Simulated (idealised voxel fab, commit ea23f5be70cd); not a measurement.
The following is a process module called voxel self aligned vias.
Cross-sectional view cut (width: 155 nm; square cell size: 5 nm).
Square cells in a grid make up a cross-section in this document, and the grid is given as bands, listed from the top down, each one or more rows of cells. Each band's line starts with the height of the band's top and of its bottom, in nm. Then come its materials from left to right, each with its width in nm. One material with "everywhere" fills the band from edge to edge. "blank" is empty space. Height reference: 0 = level under which incoming wafer is all one material. Lowest band: no bottom, runs on downward, e.g. "0 nm and below". Graded width ("30->40"): value in top row of band = first number; value in bottom row = second number; row-to-row change constant. Step marked "all unchanged"? Then no cell in the cross-section changed in it. "Fully enclosed voids" contains a list of empty spaces, each no smaller than 8 cells and without an open way to the top, written in the form width x height at distance with the distance from the left edge and all three in nm. Note: text after step settings on the step line = simulator remark on that step. Regarding "overlay nm": on a step with a mask, it is the distance the mask lay to the right of its planned place; a negative value places it to the left.

-- Planned process steps
1 op RECEIVE | material Si
2 op CONFORMAL_DEP | material SiO2 | thk nm 15
3 op CONFORMAL_DEP | material SiCN | thk nm 5
4 op DIRECTIONAL_DEP | material SiO2 | thk nm 25
5 op PATTERN | tone open | mask id LINES | material resist | width nm 30 | pitch nm 55 | thk nm 15 | overlay nm 0
6 op DIRECTIONAL_ETCH | etch materials SiO2 | depth nm 25
7 op STRIP | etch materials resist
8 op CONFORMAL_DEP | material TiN | thk nm 5
9 op FILL_DEP | material W | thk nm 10
10 op CMP | height nm 45
11 op SELECTIVE_ETCH | etch materials W Ru TiN | depth nm 5
12 op FILL_DEP | material SiN | thk nm 10
13 op CMP | height nm 45
14 op DIRECTIONAL_DEP | material SiO2 | thk nm 15
15 op MASKED_ETCH | tone open | mask id VIAS | width nm 40 | pitch nm 55 | etch materials SiO2 | depth nm 15 | overlay nm 0
16 op MASKED_ETCH | tone open | mask id VIAS | width nm 40 | pitch nm 55 | etch materials SiN | depth nm 5 | overlay nm 0
17 op CONFORMAL_DEP | material TiN | thk nm 5
18 op FILL_DEP | material Ru | thk nm 10
19 op CMP | height nm 60
20 op CONFORMAL_DEP | material SiCN | thk nm 5

-- The first wafer of two, processed as planned

-- Wafer as received: cross-section following step 1
- 0 nm and below = Si everywhere
- Fully enclosed voids: none

-- Cross-sectional representation of the wafer at the conclusion of step 2
- 15 nm to 0 nm = SiO2 everywhere
- Note: structure below 0 unchanged.

-- Cross-sectional representation of the wafer at the conclusion of step 3
- 20 nm to 15 nm = SiCN everywhere
- Note: structure below 15 unchanged.

-- Cross-sectional representation of the wafer at the conclusion of step 4
- 45 nm to 20 nm = SiO2 everywhere
- Note: structure below 20 unchanged.

-- Cross-sectional representation of the wafer at the conclusion of step 5
- 60 nm to 45 nm = resist: 35, blank: 30, resist: 25, blank: 30, resist: 35
- Note: structure below 45 unchanged.

-- Cross-sectional representation of the wafer at the conclusion of step 6
- 60 nm to 45 nm = resist: 35, blank: 30, resist: 25, blank: 30, resist: 35
- 45 nm to 20 nm = SiO2: 35, blank: 30, SiO2: 25, blank: 30, SiO2: 35
- Note: structure below 20 unchanged.

-- Cross-sectional representation of the wafer at the conclusion of step 7
- 45 nm to 20 nm = SiO2: 35, blank: 30, SiO2: 25, blank: 30, SiO2: 35
- Note: structure below 20 unchanged.

-- Cross-sectional representation of the wafer at the conclusion of step 8
- 50 nm to 45 nm = TiN: 40, blank: 20, TiN: 35, blank: 20, TiN: 40
- 45 nm to 25 nm = SiO2: 35, TiN: 5, blank: 20, TiN: 5, SiO2: 25, TiN: 5, blank: 20, TiN: 5, SiO2: 35
- 25 nm to 20 nm = SiO2: 35, TiN: 30, SiO2: 25, TiN: 30, SiO2: 35
- Note: structure below 20 unchanged.

-- Cross-sectional representation of the wafer at the conclusion of step 9
- 60 nm to 50 nm = W everywhere
- 50 nm to 45 nm = TiN: 40, W: 20, TiN: 35, W: 20, TiN: 40
- 45 nm to 25 nm = SiO2: 35, TiN: 5, W: 20, TiN: 5, SiO2: 25, TiN: 5, W: 20, TiN: 5, SiO2: 35
- Note: structure below 25 unchanged.

-- Cross-sectional representation of the wafer at the conclusion of step 10
- 45 nm to 25 nm = SiO2: 35, TiN: 5, W: 20, TiN: 5, SiO2: 25, TiN: 5, W: 20, TiN: 5, SiO2: 35
- Note: structure below 25 unchanged.

-- Cross-sectional representation of the wafer at the conclusion of step 11
- 45 nm to 40 nm = SiO2: 35, blank: 30, SiO2: 25, blank: 30, SiO2: 35
- Note: structure below 40 unchanged.

-- Cross-sectional representation of the wafer at the conclusion of step 12
- 55 nm to 45 nm = SiN everywhere
- 45 nm to 40 nm = SiO2: 35, SiN: 30, SiO2: 25, SiN: 30, SiO2: 35
- Note: structure below 40 unchanged.

-- Cross-sectional representation of the wafer at the conclusion of step 13
- 45 nm to 40 nm = SiO2: 35, SiN: 30, SiO2: 25, SiN: 30, SiO2: 35
- Note: structure below 40 unchanged.

-- Cross-sectional representation of the wafer at the conclusion of step 14
- 60 nm to 45 nm = SiO2 everywhere
- Note: structure below 45 unchanged.

-- Cross-sectional representation of the wafer at the conclusion of step 15
- 60 nm to 45 nm = SiO2: 30, blank: 40, SiO2: 15, blank: 40, SiO2: 30
- Note: structure below 45 unchanged.

-- Cross-sectional representation of the wafer at the conclusion of step 16
- 60 nm to 45 nm = SiO2: 30, blank: 40, SiO2: 15, blank: 40, SiO2: 30
- 45 nm to 40 nm = SiO2: 35, blank: 30, SiO2: 25, blank: 30, SiO2: 35
- Note: structure below 40 unchanged.

-- Cross-sectional representation of the wafer at the conclusion of step 17
- 65 nm to 60 nm = TiN: 35, blank: 30, TiN: 25, blank: 30, TiN: 35
- 60 nm to 50 nm = SiO2: 30, TiN: 5, blank: 30, TiN: 5, SiO2: 15, TiN: 5, blank: 30, TiN: 5, SiO2: 30
- 50 nm to 45 nm = SiO2: 30, TiN: 10, blank: 20, TiN: 10, SiO2: 15, TiN: 10, blank: 20, TiN: 10, SiO2: 30
- 45 nm to 40 nm = SiO2: 35, TiN: 30, SiO2: 25, TiN: 30, SiO2: 35
- Note: structure below 40 unchanged.

-- Cross-sectional representation of the wafer at the conclusion of step 18
- 75 nm to 65 nm = Ru everywhere
- 65 nm to 60 nm = TiN: 35, Ru: 30, TiN: 25, Ru: 30, TiN: 35
- 60 nm to 50 nm = SiO2: 30, TiN: 5, Ru: 30, TiN: 5, SiO2: 15, TiN: 5, Ru: 30, TiN: 5, SiO2: 30
- 50 nm to 45 nm = SiO2: 30, TiN: 10, Ru: 20, TiN: 10, SiO2: 15, TiN: 10, Ru: 20, TiN: 10, SiO2: 30
- Note: structure below 45 unchanged.

-- Cross-sectional representation of the wafer at the conclusion of step 19
- 60 nm to 50 nm = SiO2: 30, TiN: 5, Ru: 30, TiN: 5, SiO2: 15, TiN: 5, Ru: 30, TiN: 5, SiO2: 30
- Note: structure below 50 unchanged.

-- Cross-sectional representation of the wafer at the conclusion of step 20
- 65 nm to 60 nm = SiCN everywhere
- Note: structure below 60 unchanged.

-- Wafer two. Same start, same plan, one slip in execution. Same as wafer one through step 8, inclusive

-- Cross-sectional view of the second wafer at the intended end time of process step 9
- 60 nm to 50 nm = SiCN everywhere
- 50 nm to 45 nm = TiN: 40, SiCN: 20, TiN: 35, SiCN: 20, TiN: 40
- 45 nm to 25 nm = SiO2: 35, TiN: 5, SiCN: 20, TiN: 5, SiO2: 25, TiN: 5, SiCN: 20, TiN: 5, SiO2: 35
- Note: structure below 25 unchanged.

-- Cross-sectional view of the second wafer at the intended end time of process step 10
- 45 nm to 25 nm = SiO2: 35, TiN: 5, SiCN: 20, TiN: 5, SiO2: 25, TiN: 5, SiCN: 20, TiN: 5, SiO2: 35
- Note: structure below 25 unchanged.

-- Cross-sectional view of the second wafer at the intended end time of process step 11
- 45 nm to 40 nm = SiO2: 35, blank: 5, SiCN: 20, blank: 5, SiO2: 25, blank: 5, SiCN: 20, blank: 5, SiO2: 35
- Note: structure below 40 unchanged.

-- Cross-sectional view of the second wafer at the intended end time of process step 12
- 55 nm to 45 nm = SiN everywhere
- 45 nm to 40 nm = SiO2: 35, SiN: 5, SiCN: 20, SiN: 5, SiO2: 25, SiN: 5, SiCN: 20, SiN: 5, SiO2: 35
- Note: structure below 40 unchanged.

-- Cross-sectional view of the second wafer at the intended end time of process step 13
- 45 nm to 40 nm = SiO2: 35, SiN: 5, SiCN: 20, SiN: 5, SiO2: 25, SiN: 5, SiCN: 20, SiN: 5, SiO2: 35
- Note: structure below 40 unchanged.

-- Cross-sectional view of the second wafer at the intended end time of process step 14
- 60 nm to 45 nm = SiO2 everywhere
- Note: structure below 45 unchanged.

-- Cross-sectional view of the second wafer at the intended end time of process step 15
- 60 nm to 45 nm = SiO2: 30, blank: 40, SiO2: 15, blank: 40, SiO2: 30
- Note: structure below 45 unchanged.

-- Cross-sectional view of the second wafer at the intended end time of process step 16
- 60 nm to 45 nm = SiO2: 30, blank: 40, SiO2: 15, blank: 40, SiO2: 30
- 45 nm to 40 nm = SiO2: 35, blank: 5, SiCN: 20, blank: 5, SiO2: 25, blank: 5, SiCN: 20, blank: 5, SiO2: 35
- Note: structure below 40 unchanged.

-- Cross-sectional view of the second wafer at the intended end time of process step 17
- 65 nm to 60 nm = TiN: 35, blank: 30, TiN: 25, blank: 30, TiN: 35
- 60 nm to 50 nm = SiO2: 30, TiN: 5, blank: 30, TiN: 5, SiO2: 15, TiN: 5, blank: 30, TiN: 5, SiO2: 30
- 50 nm to 45 nm = SiO2: 30, TiN: 40, SiO2: 15, TiN: 40, SiO2: 30
- 45 nm to 25 nm = SiO2: 35, TiN: 5, SiCN: 20, TiN: 5, SiO2: 25, TiN: 5, SiCN: 20, TiN: 5, SiO2: 35
- Note: structure below 25 unchanged.

-- Cross-sectional view of the second wafer at the intended end time of process step 18
- 75 nm to 65 nm = Ru everywhere
- 65 nm to 60 nm = TiN: 35, Ru: 30, TiN: 25, Ru: 30, TiN: 35
- 60 nm to 50 nm = SiO2: 30, TiN: 5, Ru: 30, TiN: 5, SiO2: 15, TiN: 5, Ru: 30, TiN: 5, SiO2: 30
- Note: structure below 50 unchanged.

-- Cross-sectional view of the second wafer at the intended end time of process step 19
- 60 nm to 50 nm = SiO2: 30, TiN: 5, Ru: 30, TiN: 5, SiO2: 15, TiN: 5, Ru: 30, TiN: 5, SiO2: 30
- Note: structure below 50 unchanged.

-- Cross-sectional view of the second wafer at the intended end time of process step 20
- 65 nm to 60 nm = SiCN everywhere
- Note: structure below 60 unchanged.
What broke from the plan during processing? rather than as planned, step 9 actually ran as op FILL_DEP | material SiCN | thk nm 10
Final difference in cells, second wafer against first, listed per material as more or fewer: 8 fewer of Ru, 32 more of SiCN, 24 fewer of W
